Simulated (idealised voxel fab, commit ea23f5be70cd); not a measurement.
Proc. module: voxel tone inversion
The figure presents cross-section cut, which has a width of 140 nm and is divided into square cells with an edge length of 5 nm.
If you're reading a cross-section in this doc, picture square cells in a grid; it comes to you as bands, top ones listed first down to the bottom, and a band can be one or more rows of cells.
Top height, bottom height, nm. Materials left to right, width each, nm. Single material + "edge to edge" = fills band edge to edge. "blank" = empty.
Height 0 is the level under which the wafer as received is all one material. The lowest band goes on downwards, as in "0..down".
Quick explanation for "30->40": the width changes in equal steps down the rows of cells, from the first number in the band's top row to the second number in its bottom row.
Reading "no change occurred" for a step: not a cell of the cross-section changed in it.
Look at "Closed-off voids" for the closed voids: empty spaces with no open path to the top, sized 8 cells or up. Each is width x height at distance, distance from the left edge, all nm.
Text after the settings on a step's line: the simulator's own remark on that step.
overlay nm: mask right of planned place by this much (step with mask). Neg. = left.

STEPS IN THE PROCESS PLAN
1,RECEIVE | material Si
2,CONFORMAL_DEP | material SiCN | thk nm 10
3,DIRECTIONAL_DEP | material aC | thk nm 15
4,PATTERN | tone cover | mask id POSTS | material resist | width nm 15 | pitch nm 30 | thk nm 25 | overlay nm 0
5,DIRECTIONAL_ETCH | etch materials aC | depth nm 15
6,STRIP | etch materials resist
7,FILL_DEP | material lowk | thk nm 10
8,CMP | height nm 25
9,STRIP | etch materials aC

CROSS-SECTIONAL VIEW OF THE WAFER IN ITS AS-RECEIVED CONDITION, CORRESPONDING TO THE STATE AFTER STEP 1
> 0..down = Si edge to edge
> Closed-off voids: none

HERE'S THE CROSS-SECTION OF THE FIRST OF OUR TWO WAFERS AT THE END OF THE MODULE - IT RAN AS PLANNED
> 25..10 = 45 lowk  15 blank  15 lowk  15 blank  50 lowk
> 10..0 = SiCN edge to edge
> 0..down = Si edge to edge
> Closed-off voids: none

SO THIS IS WAFER NUMBER TWO OF THE TWO, CUT AT THE END OF THE MODULE - IT STARTED WHERE THE FIRST DID AND HAD THE SAME PLAN, WE JUST GOT ONE THING WRONG RUNNING IT
> 25..10 = 45 SiCN  15 blank  15 SiCN  15 blank  50 SiCN
> 10..0 = SiCN edge to edge
> 0..down = Si edge to edge
> Closed-off voids: none
The plan and the run diverged here: rather than as planned, step 7 actually ran as FILL_DEP | material SiCN | thk nm 10
Per the end-of-run cell counts, the second wafer holds more or fewer of some materials than the first: SiCN +66; lowk -66
